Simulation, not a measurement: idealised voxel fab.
Documented hereafter: the process module known as voxel lift off.
In the cross-section labelled cut, the width is 275 nm and each square cell is 5 nm.
Format of a cross-section: grid, square cells. Given as bands. Order: top down. Band: one or more rows of cells. Within each band entry, the heights of the top and of the bottom of the band appear first, in that order and in nm; the materials of the band then follow from left to right, each with its corresponding width in nm. The designation "everywhere" on a single material indicates that it fills the band from edge to edge; the designation "blank" indicates empty space. Height reference: 0 = level under which incoming wafer is all one material. Lowest band: no bottom, runs on downward, e.g. "0 and below". The expression "30..40" gives the width at the extremes of the band, the first number at its top row of cells and the second at its bottom row, with the width changing by equal amounts from each row to the next in between. Step note "everything unchanged" = no cross-section cell changed. Any empty space of 8 cells or more lacking an open way to the top shows up in "Cavities, closed" as width x height at distance, distance from the left edge, in nm. What comes after the settings on a step's line is commentary from the simulator itself on that step. overlay nm: where the mask lay relative to plan, measured to the right, on steps with a mask; negatives go left.

HERE'S WHAT THE PLANNED PROCESS STEPS LOOK LIKE
step 1: RECEIVE with material Si
step 2: CONFORMAL_DEP with material SiO2, thk nm 15
step 3: PATTERN with tone open, mask id LINES, material resist, width nm 30, pitch nm 60, thk nm 20, overlay nm -15
step 4: DIRECTIONAL_DEP with material Ru, thk nm 5
step 5: STRIP with etch materials resist
step 6: CONFORMAL_DEP with material SiCN, thk nm 5
The wafers are alike at the start. At step 3, their overlay nm differs. The plan lists the first wafer's value.

CUT THROUGH THE FIRST OF SEVERAL WAFERS AS RECEIVED, POST STEP 1
- 0 and below  Si everywhere
- Cavities, closed: none

WAFER CROSS-SECTION (FIRST OF SEVERAL) - MODULE END, POST STEP 6 (LAST STEP)
- 25 down to 20  blank 70 | SiCN 40 | blank 20 | SiCN 40 | blank 105
- 20 down to 15  SiCN 75 | Ru 30 | SiCN 30 | Ru 30 | SiCN 110
- 15 down to 0  SiO2 everywhere
- 0 and below  Si everywhere
- Cavities, closed: none

X-SECTION, LAST WAFER, MODULE END
- 25 down to 20  blank 100 | SiCN 40 | blank 20 | SiCN 40 | blank 75
- 20 down to 15  SiCN 105 | Ru 30 | SiCN 30 | Ru 30 | SiCN 80
- 15 down to 0  SiO2 everywhere
- 0 and below  Si everywhere
- Cavities, closed: none

NOTE: THE FOLLOWING TABLE IS ARRANGED BY WAFER, A ROW APIECE. EACH ROW REPORTS THE END-OF-MODULE STATE: PER MATERIAL, CELLS GAINED (+) OR CELLS LOST (-) COMPARED WITH THE WAFER AS RECEIVED; CLOSED VOIDS FOLLOW
overlay nm -15, +12 Ru, +59 SiCN, +165 SiO2, Cavities, closed: none
overlay nm -10, +12 Ru, +59 SiCN, +165 SiO2, Cavities, closed: none
overlay nm -5, +12 Ru, +59 SiCN, +165 SiO2, Cavities, closed: none
overlay nm 0, +12 Ru, +59 SiCN, +165 SiO2, Cavities, closed: none
overlay nm 5, +12 Ru, +59 SiCN, +165 SiO2, Cavities, closed: none
overlay nm 10, +12 Ru, +59 SiCN, +165 SiO2, Cavities, closed: none
overlay nm 15, +12 Ru, +59 SiCN, +165 SiO2, Cavities, closed: none
